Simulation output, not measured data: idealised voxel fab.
process module | voxel wiring stack
cross-section cut | 160 nm wide | cells 5 nm
A cross-section is a grid of square cells, given in bands from the top down. A band is one or more rows of cells.
Each band's line starts with the height of the band's top and of its bottom, in nm. Then come its materials from left to right, each with its width in nm. One material with "throughout" fills the band from edge to edge. "air" is empty space.
Height 0 is the level under which the wafer as received is all one material. The lowest band goes on downwards, as in "0 down".
A width such as "30 to 40" changes by the same amount from each row of cells to the next, from the band's top row to its bottom row.
"no change" after a step means that no cell of the cross-section changed.
closed voids: empty space of 8 cells or more with no open way to the top, each as width x height at its distance from the left edge, in nm
after a step's settings: what the simulator itself notes on the step
overlay nm, on a step with a mask: how far to the right of its planned place the mask lay; to the left if negative
plan
1 op RECEIVE | material Si
2 op CONFORMAL_DEP | material SiO2 | thk nm 10
3 op DIRECTIONAL_DEP | material TiN | thk nm 5
4 op DIRECTIONAL_DEP | material Ru | thk nm 25
5 op MASKED_ETCH | tone cover | mask id METAL_1 | width nm 25 | pitch nm 50 | etch materials Ru | depth nm 25 | overlay nm 0
6 op MASKED_ETCH | tone cover | mask id METAL_1 | width nm 25 | pitch nm 50 | etch materials TiN | depth nm 5 | overlay nm 0
7 op CONFORMAL_DEP | material SiN | thk nm 5
8 op FILL_DEP | material lowk | thk nm 5
9 op CMP | height nm 40
10 op CONFORMAL_DEP | material SiCN | thk nm 5
11 op DIRECTIONAL_DEP | material SiO2 | thk nm 35
12 op DIRECTIONAL_DEP | material aC | thk nm 10
13 op PATTERN | tone open | mask id METAL_2_HOLES | material resist | width nm 15 | pitch nm 100 | thk nm 30 | overlay nm 0
14 op DIRECTIONAL_ETCH | etch materials aC | depth nm 10
15 op STRIP | etch materials resist
16 op DIRECTIONAL_ETCH | etch materials SiO2 | depth nm 35
17 op STRIP | etch materials aC
18 op PATTERN | tone open | mask id METAL_2 | material resist | width nm 25 | pitch nm 50 | thk nm 15 | overlay nm 0
19 op DIRECTIONAL_ETCH | etch materials SiO2 | depth nm 20
20 op DIRECTIONAL_ETCH | etch materials SiCN | depth nm 5
21 op STRIP | etch materials resist
22 op CONFORMAL_DEP | material TiN | thk nm 5
23 op FILL_DEP | material Cu | thk nm 10
24 op CMP | height nm 80
25 op CONFORMAL_DEP | material SiCN | thk nm 5
26 op DIRECTIONAL_DEP | material SiO2 | thk nm 30
27 op MASKED_ETCH | tone open | mask id METAL_3 | width nm 25 | pitch nm 50 | etch materials SiO2 | depth nm 15 | overlay nm 0
28 op DIRECTIONAL_DEP | material aC | thk nm 10
29 op PATTERN | tone open | mask id METAL_3_HOLES | material resist | width nm 15 | pitch nm 100 | thk nm 30 | overlay nm 0
30 op DIRECTIONAL_ETCH | etch materials aC | depth nm 10
31 op STRIP | etch materials resist
32 op DIRECTIONAL_ETCH | etch materials SiO2 | depth nm 15
33 op DIRECTIONAL_ETCH | etch materials SiCN | depth nm 5
34 op STRIP | etch materials aC
35 op CONFORMAL_DEP | material TiN | thk nm 5
36 op FILL_DEP | material Ru | thk nm 5
37 op CMP | height nm 115
38 op CONFORMAL_DEP | material SiCN | thk nm 5
39 op DIRECTIONAL_DEP | material lowk | thk nm 25
40 op DIRECTIONAL_DEP | material aC | thk nm 15
41 op PATTERN | tone open | mask id METAL_4_HOLES | material resist | width nm 15 | pitch nm 100 | thk nm 30 | overlay nm 0
42 op DIRECTIONAL_ETCH | etch materials aC | depth nm 15
43 op STRIP | etch materials resist
44 op DIRECTIONAL_ETCH | etch materials lowk | depth nm 25
45 op STRIP | etch materials aC
46 op DIRECTIONAL_DEP | material aC | thk nm 15
47 op PATTERN | tone open | mask id METAL_4 | material resist | width nm 25 | pitch nm 50 | thk nm 30 | overlay nm 0
48 op DIRECTIONAL_ETCH | etch materials aC | depth nm 15
49 op STRIP | etch materials resist
50 op DIRECTIONAL_ETCH | etch materials lowk | depth nm 15
51 op DIRECTIONAL_ETCH | etch materials SiCN | depth nm 5
52 op STRIP | etch materials aC
53 op CONFORMAL_DEP | material TiN | thk nm 5
54 op FILL_DEP | material Ru | thk nm 10
55 op CMP | height nm 145
56 op CONFORMAL_DEP | material SiN | thk nm 5
first wafer, as planned
as received, after step 1
  0 down: Si throughout
  closed voids: none
after step 2
  10 to 0: SiO2 throughout
  below 0: unchanged
after step 3
  15 to 10: TiN throughout
  below 10: unchanged
after step 4
  40 to 15: Ru throughout
  below 15: unchanged
after step 5
  40 to 15: air 15 | Ru 25 | air 25 | Ru 25 | air 25 | Ru 25 | air 20
  below 15: unchanged
after step 6
  40 to 15: air 15 | Ru 25 | air 25 | Ru 25 | air 25 | Ru 25 | air 20
  15 to 10: air 15 | TiN 25 | air 25 | TiN 25 | air 25 | TiN 25 | air 20
  below 10: unchanged
after step 7
  45 to 40: air 10 | SiN 35 | air 15 | SiN 35 | air 15 | SiN 35 | air 15
  40 to 15: air 10 | SiN 5 | Ru 25 | SiN 5 | air 15 | SiN 5 | Ru 25 | SiN 5 | air 15 | SiN 5 | Ru 25 | SiN 5 | air 15
  15 to 10: SiN 15 | TiN 25 | SiN 25 | TiN 25 | SiN 25 | TiN 25 | SiN 20
  below 10: unchanged
after step 8
  50 to 45: lowk throughout
  45 to 40: lowk 10 | SiN 35 | lowk 15 | SiN 35 | lowk 15 | SiN 35 | lowk 15
  40 to 15: lowk 10 | SiN 5 | Ru 25 | SiN 5 | lowk 15 | SiN 5 | Ru 25 | SiN 5 | lowk 15 | SiN 5 | Ru 25 | SiN 5 | lowk 15
  below 15: unchanged
after step 9
  40 to 15: lowk 10 | SiN 5 | Ru 25 | SiN 5 | lowk 15 | SiN 5 | Ru 25 | SiN 5 | lowk 15 | SiN 5 | Ru 25 | SiN 5 | lowk 15
  below 15: unchanged
after step 10
  45 to 40: SiCN throughout
  below 40: unchanged
after step 11
  80 to 45: SiO2 throughout
  below 45: unchanged
after step 12
  90 to 80: aC throughout
  below 80: unchanged
after step 13
  120 to 90: resist 15 | air 15 | resist 85 | air 15 | resist 30
  below 90: unchanged
after step 14
  110 to 90: resist 15 | air 15 | resist 85 | air 15 | resist 30
  90 to 80: aC 15 | air 15 | aC 85 | air 15 | aC 30
  below 80: unchanged
after step 15
  90 to 80: aC 15 | air 15 | aC 85 | air 15 | aC 30
  below 80: unchanged
after step 16
  90 to 80: aC 15 | air 15 | aC 85 | air 15 | aC 30
  80 to 45: SiO2 15 | air 15 | SiO2 85 | air 15 | SiO2 30
  below 45: unchanged
after step 17
  80 to 45: SiO2 15 | air 15 | SiO2 85 | air 15 | SiO2 30
  below 45: unchanged
after step 18
  95 to 80: resist 15 | air 25 | resist 25 | air 25 | resist 25 | air 25 | resist 20
  below 80: unchanged
after step 19
  95 to 80: resist 15 | air 25 | resist 25 | air 25 | resist 25 | air 25 | resist 20
  80 to 60: SiO2 15 | air 25 | SiO2 25 | air 25 | SiO2 25 | air 25 | SiO2 20
  below 60: unchanged
after step 20
  95 to 80: resist 15 | air 25 | resist 25 | air 25 | resist 25 | air 25 | resist 20
  80 to 60: SiO2 15 | air 25 | SiO2 25 | air 25 | SiO2 25 | air 25 | SiO2 20
  60 to 45: SiO2 15 | air 15 | SiO2 85 | air 15 | SiO2 30
  45 to 40: SiCN 15 | air 15 | SiCN 85 | air 15 | SiCN 30
  below 40: unchanged
after step 21
  80 to 60: SiO2 15 | air 25 | SiO2 25 | air 25 | SiO2 25 | air 25 | SiO2 20
  below 60: unchanged
after step 22
  85 to 80: TiN 20 | air 15 | TiN 35 | air 15 | TiN 35 | air 15 | TiN 25
  80 to 65: SiO2 15 | TiN 5 | air 15 | TiN 5 | SiO2 25 | TiN 5 | air 15 | TiN 5 | SiO2 25 | TiN 5 | air 15 | TiN 5 | SiO2 20
  65 to 60: SiO2 15 | TiN 5 | air 5 | TiN 15 | SiO2 25 | TiN 25 | SiO2 25 | TiN 5 | air 5 | TiN 15 | SiO2 20
  60 to 45: SiO2 15 | TiN 5 | air 5 | TiN 5 | SiO2 85 | TiN 5 | air 5 | TiN 5 | SiO2 30
  45 to 40: SiCN 15 | TiN 15 | SiCN 85 | TiN 15 | SiCN 30
  below 40: unchanged
after step 23
  95 to 85: Cu throughout
  85 to 80: TiN 20 | Cu 15 | TiN 35 | Cu 15 | TiN 35 | Cu 15 | TiN 25
  80 to 65: SiO2 15 | TiN 5 | Cu 15 | TiN 5 | SiO2 25 | TiN 5 | Cu 15 | TiN 5 | SiO2 25 | TiN 5 | Cu 15 | TiN 5 | SiO2 20
  65 to 60: SiO2 15 | TiN 5 | Cu 5 | TiN 15 | SiO2 25 | TiN 25 | SiO2 25 | TiN 5 | Cu 5 | TiN 15 | SiO2 20
  60 to 45: SiO2 15 | TiN 5 | Cu 5 | TiN 5 | SiO2 85 | TiN 5 | Cu 5 | TiN 5 | SiO2 30
  below 45: unchanged
after step 24
  80 to 65: SiO2 15 | TiN 5 | Cu 15 | TiN 5 | SiO2 25 | TiN 5 | Cu 15 | TiN 5 | SiO2 25 | TiN 5 | Cu 15 | TiN 5 | SiO2 20
  below 65: unchanged
after step 25
  85 to 80: SiCN throughout
  below 80: unchanged
after step 26
  115 to 85: SiO2 throughout
  below 85: unchanged
after step 27
  115 to 100: SiO2 15 | air 25 | SiO2 25 | air 25 | SiO2 25 | air 25 | SiO2 20
  below 100: unchanged
after step 28
  125 to 115: aC 15 | air 25 | aC 25 | air 25 | aC 25 | air 25 | aC 20
  115 to 110: SiO2 15 | air 25 | SiO2 25 | air 25 | SiO2 25 | air 25 | SiO2 20
  110 to 100: SiO2 15 | aC 25 | SiO2 25 | aC 25 | SiO2 25 | aC 25 | SiO2 20
  below 100: unchanged
after step 29
  155 to 125: resist 15 | air 15 | resist 85 | air 15 | resist 30
  125 to 115: aC 15 | air 15 | resist 10 | aC 25 | resist 25 | aC 25 | air 15 | resist 10 | aC 20
  115 to 110: SiO2 15 | air 15 | resist 10 | SiO2 25 | resist 25 | SiO2 25 | air 15 | resist 10 | SiO2 20
  below 110: unchanged
after step 30
  145 to 125: resist 15 | air 15 | resist 85 | air 15 | resist 30
  125 to 115: aC 15 | air 15 | resist 10 | aC 25 | resist 25 | aC 25 | air 15 | resist 10 | aC 20
  115 to 110: SiO2 15 | air 15 | resist 10 | SiO2 25 | resist 25 | SiO2 25 | air 15 | resist 10 | SiO2 20
  110 to 100: SiO2 15 | air 15 | aC 10 | SiO2 25 | aC 25 | SiO2 25 | air 15 | aC 10 | SiO2 20
  below 100: unchanged
after step 31
  125 to 115: aC 15 | air 25 | aC 25 | air 25 | aC 25 | air 25 | aC 20
  115 to 110: SiO2 15 | air 25 | SiO2 25 | air 25 | SiO2 25 | air 25 | SiO2 20
  below 110: unchanged
after step 32
  125 to 115: aC 15 | air 25 | aC 25 | air 25 | aC 25 | air 25 | aC 20
  115 to 110: SiO2 15 | air 25 | SiO2 25 | air 25 | SiO2 25 | air 25 | SiO2 20
  110 to 100: SiO2 15 | air 15 | aC 10 | SiO2 25 | aC 25 | SiO2 25 | air 15 | aC 10 | SiO2 20
  100 to 85: SiO2 15 | air 15 | SiO2 85 | air 15 | SiO2 30
  below 85: unchanged
after step 33
  125 to 115: aC 15 | air 25 | aC 25 | air 25 | aC 25 | air 25 | aC 20
  115 to 110: SiO2 15 | air 25 | SiO2 25 | air 25 | SiO2 25 | air 25 | SiO2 20
  110 to 100: SiO2 15 | air 15 | aC 10 | SiO2 25 | aC 25 | SiO2 25 | air 15 | aC 10 | SiO2 20
  100 to 85: SiO2 15 | air 15 | SiO2 85 | air 15 | SiO2 30
  85 to 80: SiCN 15 | air 15 | SiCN 85 | air 15 | SiCN 30
  below 80: unchanged
after step 34
  115 to 100: SiO2 15 | air 25 | SiO2 25 | air 25 | SiO2 25 | air 25 | SiO2 20
  below 100: unchanged
after step 35
  120 to 115: TiN 20 | air 15 | TiN 35 | air 15 | TiN 35 | air 15 | TiN 25
  115 to 105: SiO2 15 | TiN 5 | air 15 | TiN 5 | SiO2 25 | TiN 5 | air 15 | TiN 5 | SiO2 25 | TiN 5 | air 15 | TiN 5 | SiO2 20
  105 to 100: SiO2 15 | TiN 5 | air 5 | TiN 15 | SiO2 25 | TiN 25 | SiO2 25 | TiN 5 | air 5 | TiN 15 | SiO2 20
  100 to 85: SiO2 15 | TiN 5 | air 5 | TiN 5 | SiO2 85 | TiN 5 | air 5 | TiN 5 | SiO2 30
  85 to 80: SiCN 15 | TiN 15 | SiCN 85 | TiN 15 | SiCN 30
  below 80: unchanged
after step 36
  125 to 120: Ru throughout
  120 to 115: TiN 20 | Ru 15 | TiN 35 | Ru 15 | TiN 35 | Ru 15 | TiN 25
  115 to 105: SiO2 15 | TiN 5 | Ru 15 | TiN 5 | SiO2 25 | TiN 5 | Ru 15 | TiN 5 | SiO2 25 | TiN 5 | Ru 15 | TiN 5 | SiO2 20
  105 to 100: SiO2 15 | TiN 5 | Ru 5 | TiN 15 | SiO2 25 | TiN 25 | SiO2 25 | TiN 5 | Ru 5 | TiN 15 | SiO2 20
  100 to 85: SiO2 15 | TiN 5 | Ru 5 | TiN 5 | SiO2 85 | TiN 5 | Ru 5 | TiN 5 | SiO2 30
  below 85: unchanged
after step 37
  115 to 105: SiO2 15 | TiN 5 | Ru 15 | TiN 5 | SiO2 25 | TiN 5 | Ru 15 | TiN 5 | SiO2 25 | TiN 5 | Ru 15 | TiN 5 | SiO2 20
  below 105: unchanged
after step 38
  120 to 115: SiCN throughout
  below 115: unchanged
after step 39
  145 to 120: lowk throughout
  below 120: unchanged
after step 40
  160 to 145: aC throughout
  below 145: unchanged
after step 41
  190 to 160: resist 15 | air 15 | resist 85 | air 15 | resist 30
  below 160: unchanged
after step 42
  175 to 160: resist 15 | air 15 | resist 85 | air 15 | resist 30
  160 to 145: aC 15 | air 15 | aC 85 | air 15 | aC 30
  below 145: unchanged
after step 43
  160 to 145: aC 15 | air 15 | aC 85 | air 15 | aC 30
  below 145: unchanged
after step 44
  160 to 145: aC 15 | air 15 | aC 85 | air 15 | aC 30
  145 to 120: lowk 15 | air 15 | lowk 85 | air 15 | lowk 30
  below 120: unchanged
after step 45
  145 to 120: lowk 15 | air 15 | lowk 85 | air 15 | lowk 30
  below 120: unchanged
after step 46
  160 to 145: aC 15 | air 15 | aC 85 | air 15 | aC 30
  145 to 135: lowk 15 | air 15 | lowk 85 | air 15 | lowk 30
  135 to 120: lowk 15 | aC 15 | lowk 85 | aC 15 | lowk 30
  below 120: unchanged
after step 47
  190 to 160: resist 15 | air 25 | resist 25 | air 25 | resist 25 | air 25 | resist 20
  below 160: unchanged
after step 48
  175 to 160: resist 15 | air 25 | resist 25 | air 25 | resist 25 | air 25 | resist 20
  160 to 145: aC 15 | air 25 | aC 25 | air 25 | aC 25 | air 25 | aC 20
  145 to 120: lowk 15 | air 15 | lowk 85 | air 15 | lowk 30
  below 120: unchanged
after step 49
  160 to 145: aC 15 | air 25 | aC 25 | air 25 | aC 25 | air 25 | aC 20
  below 145: unchanged
after step 50
  160 to 145: aC 15 | air 25 | aC 25 | air 25 | aC 25 | air 25 | aC 20
  145 to 130: lowk 15 | air 25 | lowk 25 | air 25 | lowk 25 | air 25 | lowk 20
  below 130: unchanged
after step 51
  160 to 145: aC 15 | air 25 | aC 25 | air 25 | aC 25 | air 25 | aC 20
  145 to 130: lowk 15 | air 25 | lowk 25 | air 25 | lowk 25 | air 25 | lowk 20
  130 to 120: lowk 15 | air 15 | lowk 85 | air 15 | lowk 30
  120 to 115: SiCN 15 | air 15 | SiCN 85 | air 15 | SiCN 30
  below 115: unchanged
after step 52
  145 to 130: lowk 15 | air 25 | lowk 25 | air 25 | lowk 25 | air 25 | lowk 20
  below 130: unchanged
after step 53
  150 to 145: TiN 20 | air 15 | TiN 35 | air 15 | TiN 35 | air 15 | TiN 25
  145 to 135: lowk 15 | TiN 5 | air 15 | TiN 5 | lowk 25 | TiN 5 | air 15 | TiN 5 | lowk 25 | TiN 5 | air 15 | TiN 5 | lowk 20
  135 to 130: lowk 15 | TiN 5 | air 5 | TiN 15 | lowk 25 | TiN 25 | lowk 25 | TiN 5 | air 5 | TiN 15 | lowk 20
  130 to 120: lowk 15 | TiN 5 | air 5 | TiN 5 | lowk 85 | TiN 5 | air 5 | TiN 5 | lowk 30
  120 to 115: SiCN 15 | TiN 15 | SiCN 85 | TiN 15 | SiCN 30
  below 115: unchanged
after step 54
  160 to 150: Ru throughout
  150 to 145: TiN 20 | Ru 15 | TiN 35 | Ru 15 | TiN 35 | Ru 15 | TiN 25
  145 to 135: lowk 15 | TiN 5 | Ru 15 | TiN 5 | lowk 25 | TiN 5 | Ru 15 | TiN 5 | lowk 25 | TiN 5 | Ru 15 | TiN 5 | lowk 20
  135 to 130: lowk 15 | TiN 5 | Ru 5 | TiN 15 | lowk 25 | TiN 25 | lowk 25 | TiN 5 | Ru 5 | TiN 15 | lowk 20
  130 to 120: lowk 15 | TiN 5 | Ru 5 | TiN 5 | lowk 85 | TiN 5 | Ru 5 | TiN 5 | lowk 30
  below 120: unchanged
after step 55
  145 to 135: lowk 15 | TiN 5 | Ru 15 | TiN 5 | lowk 25 | TiN 5 | Ru 15 | TiN 5 | lowk 25 | TiN 5 | Ru 15 | TiN 5 | lowk 20
  below 135: unchanged
after step 56
  150 to 145: SiN throughout
  below 145: unchanged
second wafer: like start, like plan, one mistake. Through step 26 it matches the first wafer
when step 27 should have ended
  115 to 85: SiO2 15 | air 25 | SiO2 25 | air 25 | SiO2 25 | air 25 | SiO2 20
  below 85: unchanged
when step 28 should have ended
  125 to 115: aC 15 | air 25 | aC 25 | air 25 | aC 25 | air 25 | aC 20
  115 to 95: SiO2 15 | air 25 | SiO2 25 | air 25 | SiO2 25 | air 25 | SiO2 20
  95 to 85: SiO2 15 | aC 25 | SiO2 25 | aC 25 | SiO2 25 | aC 25 | SiO2 20
  below 85: unchanged
when step 29 should have ended
  155 to 125: resist 15 | air 15 | resist 85 | air 15 | resist 30
  125 to 115: aC 15 | air 15 | resist 10 | aC 25 | resist 25 | aC 25 | air 15 | resist 10 | aC 20
  115 to 95: SiO2 15 | air 15 | resist 10 | SiO2 25 | resist 25 | SiO2 25 | air 15 | resist 10 | SiO2 20
  below 95: unchanged
when step 30 should have ended
  145 to 125: resist 15 | air 15 | resist 85 | air 15 | resist 30
  125 to 115: aC 15 | air 15 | resist 10 | aC 25 | resist 25 | aC 25 | air 15 | resist 10 | aC 20
  115 to 95: SiO2 15 | air 15 | resist 10 | SiO2 25 | resist 25 | SiO2 25 | air 15 | resist 10 | SiO2 20
  95 to 85: SiO2 15 | air 15 | aC 10 | SiO2 25 | aC 25 | SiO2 25 | air 15 | aC 10 | SiO2 20
  below 85: unchanged
when step 31 should have ended
  125 to 115: aC 15 | air 25 | aC 25 | air 25 | aC 25 | air 25 | aC 20
  115 to 95: SiO2 15 | air 25 | SiO2 25 | air 25 | SiO2 25 | air 25 | SiO2 20
  below 95: unchanged
when step 32 should have ended: no change
when step 33 should have ended
  125 to 115: aC 15 | air 25 | aC 25 | air 25 | aC 25 | air 25 | aC 20
  115 to 95: SiO2 15 | air 25 | SiO2 25 | air 25 | SiO2 25 | air 25 | SiO2 20
  95 to 85: SiO2 15 | air 15 | aC 10 | SiO2 25 | aC 25 | SiO2 25 | air 15 | aC 10 | SiO2 20
  85 to 80: SiCN 15 | air 15 | SiCN 85 | air 15 | SiCN 30
  below 80: unchanged
when step 34 should have ended
  115 to 85: SiO2 15 | air 25 | SiO2 25 | air 25 | SiO2 25 | air 25 | SiO2 20
  below 85: unchanged
when step 35 should have ended
  120 to 115: TiN 20 | air 15 | TiN 35 | air 15 | TiN 35 | air 15 | TiN 25
  115 to 90: SiO2 15 | TiN 5 | air 15 | TiN 5 | SiO2 25 | TiN 5 | air 15 | TiN 5 | SiO2 25 | TiN 5 | air 15 | TiN 5 | SiO2 20
  90 to 85: SiO2 15 | TiN 5 | air 5 | TiN 15 | SiO2 25 | TiN 25 | SiO2 25 | TiN 5 | air 5 | TiN 15 | SiO2 20
  85 to 80: SiCN 15 | TiN 15 | SiCN 85 | TiN 15 | SiCN 30
  below 80: unchanged
when step 36 should have ended
  125 to 120: Ru throughout
  120 to 115: TiN 20 | Ru 15 | TiN 35 | Ru 15 | TiN 35 | Ru 15 | TiN 25
  115 to 90: SiO2 15 | TiN 5 | Ru 15 | TiN 5 | SiO2 25 | TiN 5 | Ru 15 | TiN 5 | SiO2 25 | TiN 5 | Ru 15 | TiN 5 | SiO2 20
  90 to 85: SiO2 15 | TiN 5 | Ru 5 | TiN 15 | SiO2 25 | TiN 25 | SiO2 25 | TiN 5 | Ru 5 | TiN 15 | SiO2 20
  below 85: unchanged
when step 37 should have ended
  115 to 90: SiO2 15 | TiN 5 | Ru 15 | TiN 5 | SiO2 25 | TiN 5 | Ru 15 | TiN 5 | SiO2 25 | TiN 5 | Ru 15 | TiN 5 | SiO2 20
  below 90: unchanged
when step 38 should have ended
  120 to 115: SiCN throughout
  below 115: unchanged
when step 39 should have ended
  145 to 120: lowk throughout
  below 120: unchanged
when step 40 should have ended
  160 to 145: aC throughout
  below 145: unchanged
when step 41 should have ended
  190 to 160: resist 15 | air 15 | resist 85 | air 15 | resist 30
  below 160: unchanged
when step 42 should have ended
  175 to 160: resist 15 | air 15 | resist 85 | air 15 | resist 30
  160 to 145: aC 15 | air 15 | aC 85 | air 15 | aC 30
  below 145: unchanged
when step 43 should have ended
  160 to 145: aC 15 | air 15 | aC 85 | air 15 | aC 30
  below 145: unchanged
when step 44 should have ended
  160 to 145: aC 15 | air 15 | aC 85 | air 15 | aC 30
  145 to 120: lowk 15 | air 15 | lowk 85 | air 15 | lowk 30
  below 120: unchanged
when step 45 should have ended
  145 to 120: lowk 15 | air 15 | lowk 85 | air 15 | lowk 30
  below 120: unchanged
when step 46 should have ended
  160 to 145: aC 15 | air 15 | aC 85 | air 15 | aC 30
  145 to 135: lowk 15 | air 15 | lowk 85 | air 15 | lowk 30
  135 to 120: lowk 15 | aC 15 | lowk 85 | aC 15 | lowk 30
  below 120: unchanged
when step 47 should have ended
  190 to 160: resist 15 | air 25 | resist 25 | air 25 | resist 25 | air 25 | resist 20
  below 160: unchanged
when step 48 should have ended
  175 to 160: resist 15 | air 25 | resist 25 | air 25 | resist 25 | air 25 | resist 20
  160 to 145: aC 15 | air 25 | aC 25 | air 25 | aC 25 | air 25 | aC 20
  145 to 120: lowk 15 | air 15 | lowk 85 | air 15 | lowk 30
  below 120: unchanged
when step 49 should have ended
  160 to 145: aC 15 | air 25 | aC 25 | air 25 | aC 25 | air 25 | aC 20
  below 145: unchanged
when step 50 should have ended
  160 to 145: aC 15 | air 25 | aC 25 | air 25 | aC 25 | air 25 | aC 20
  145 to 130: lowk 15 | air 25 | lowk 25 | air 25 | lowk 25 | air 25 | lowk 20
  below 130: unchanged
when step 51 should have ended
  160 to 145: aC 15 | air 25 | aC 25 | air 25 | aC 25 | air 25 | aC 20
  145 to 130: lowk 15 | air 25 | lowk 25 | air 25 | lowk 25 | air 25 | lowk 20
  130 to 120: lowk 15 | air 15 | lowk 85 | air 15 | lowk 30
  120 to 115: SiCN 15 | air 15 | SiCN 85 | air 15 | SiCN 30
  below 115: unchanged
when step 52 should have ended
  145 to 130: lowk 15 | air 25 | lowk 25 | air 25 | lowk 25 | air 25 | lowk 20
  below 130: unchanged
when step 53 should have ended
  150 to 145: TiN 20 | air 15 | TiN 35 | air 15 | TiN 35 | air 15 | TiN 25
  145 to 135: lowk 15 | TiN 5 | air 15 | TiN 5 | lowk 25 | TiN 5 | air 15 | TiN 5 | lowk 25 | TiN 5 | air 15 | TiN 5 | lowk 20
  135 to 130: lowk 15 | TiN 5 | air 5 | TiN 15 | lowk 25 | TiN 25 | lowk 25 | TiN 5 | air 5 | TiN 15 | lowk 20
  130 to 120: lowk 15 | TiN 5 | air 5 | TiN 5 | lowk 85 | TiN 5 | air 5 | TiN 5 | lowk 30
  120 to 115: SiCN 15 | TiN 15 | SiCN 85 | TiN 15 | SiCN 30
  below 115: unchanged
when step 54 should have ended
  160 to 150: Ru throughout
  150 to 145: TiN 20 | Ru 15 | TiN 35 | Ru 15 | TiN 35 | Ru 15 | TiN 25
  145 to 135: lowk 15 | TiN 5 | Ru 15 | TiN 5 | lowk 25 | TiN 5 | Ru 15 | TiN 5 | lowk 25 | TiN 5 | Ru 15 | TiN 5 | lowk 20
  135 to 130: lowk 15 | TiN 5 | Ru 5 | TiN 15 | lowk 25 | TiN 25 | lowk 25 | TiN 5 | Ru 5 | TiN 15 | lowk 20
  130 to 120: lowk 15 | TiN 5 | Ru 5 | TiN 5 | lowk 85 | TiN 5 | Ru 5 | TiN 5 | lowk 30
  below 120: unchanged
when step 55 should have ended
  145 to 135: lowk 15 | TiN 5 | Ru 15 | TiN 5 | lowk 25 | TiN 5 | Ru 15 | TiN 5 | lowk 25 | TiN 5 | Ru 15 | TiN 5 | lowk 20
  below 135: unchanged
when step 56 should have ended
  150 to 145: SiN throughout
  below 145: unchanged
what went wrong: step 27 was run twice
at the end the second wafer has, in cells: 21 more of Ru | 27 fewer of SiO2 | 6 more of TiN
